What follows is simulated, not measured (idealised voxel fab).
Herein follows the process module entitled voxel tone inversion.
200 nm wide, 5 nm square cells: that's cross-section cut.
Think of the cross-section as a grid of square cells. We describe it in bands, top to bottom, and each band covers one or more rows of those cells.
Each band's line starts with the height of the band's top and of its bottom, in nm. Then come its materials from left to right, each with its width in nm. One material with "all across" fills the band from edge to edge. "blank" is empty space.
The level at which height equals 0 is the one under which the wafer, as it arrives, is entirely one material. No lower edge exists for the bottom band, which continues downward and is notated as in "top 0, no bottom".
Width spec "30->40" -> top row of cells at first value, bottom row at second value, equal per-row change in between.
"no alteration" -> step changed no cross-section cell.
If an empty space has no open way to the top and is at least 8 cells in size, "Listed closed voids" lists it, written width x height at distance, where distance is measured from the left edge and every value is in nm.
Anything after a step's settings on that line? It's the simulator's own note about the step.
"overlay nm" denotes, for a step that has a mask, the displacement of the mask to the right of its planned place, with negative values corresponding to the left.
Plan
1 RECEIVE with material Si
2 CONFORMAL_DEP with material SiN, thk nm 10
3 DIRECTIONAL_DEP with material aC, thk nm 15
4 PATTERN with tone cover, mask id POSTS, material resist, width nm 15, pitch nm 35, thk nm 20, overlay nm 0
5 DIRECTIONAL_ETCH with etch materials aC, depth nm 15
6 STRIP with etch materials resist
7 FILL_DEP with material SiO2, thk nm 10
8 CMP with height nm 25
9 STRIP with etch materials aC
As-received wafer cross-section (after step 1)
- top 0, no bottom = Si all across
- Listed closed voids: none
Cross-section, first of two wafers, end of module, run as planned
- top 25, bottom 10 = 55 nm SiO2, 15 nm blank, 20 nm SiO2, 15 nm blank, 20 nm SiO2, 15 nm blank, 60 nm SiO2
- top 10, bottom 0 = SiN all across
- top 0, no bottom = Si all across
- Listed closed voids: none
What the second wafer looks like in cross-section once the module is done. Its start and its plan matched the first wafer's exactly; what differed was one mistake in how it was run
- top 25, bottom 15 = SiN all across
- top 15, bottom 0 = aC all across
- top 0, no bottom = Si all across
- Listed closed voids: none
Misprocessing identified: plan steps 2 and 3 run swapped
Counted in cells at the end, the second wafer holds more or fewer of these materials than the first: -93 SiO2; +120 aC
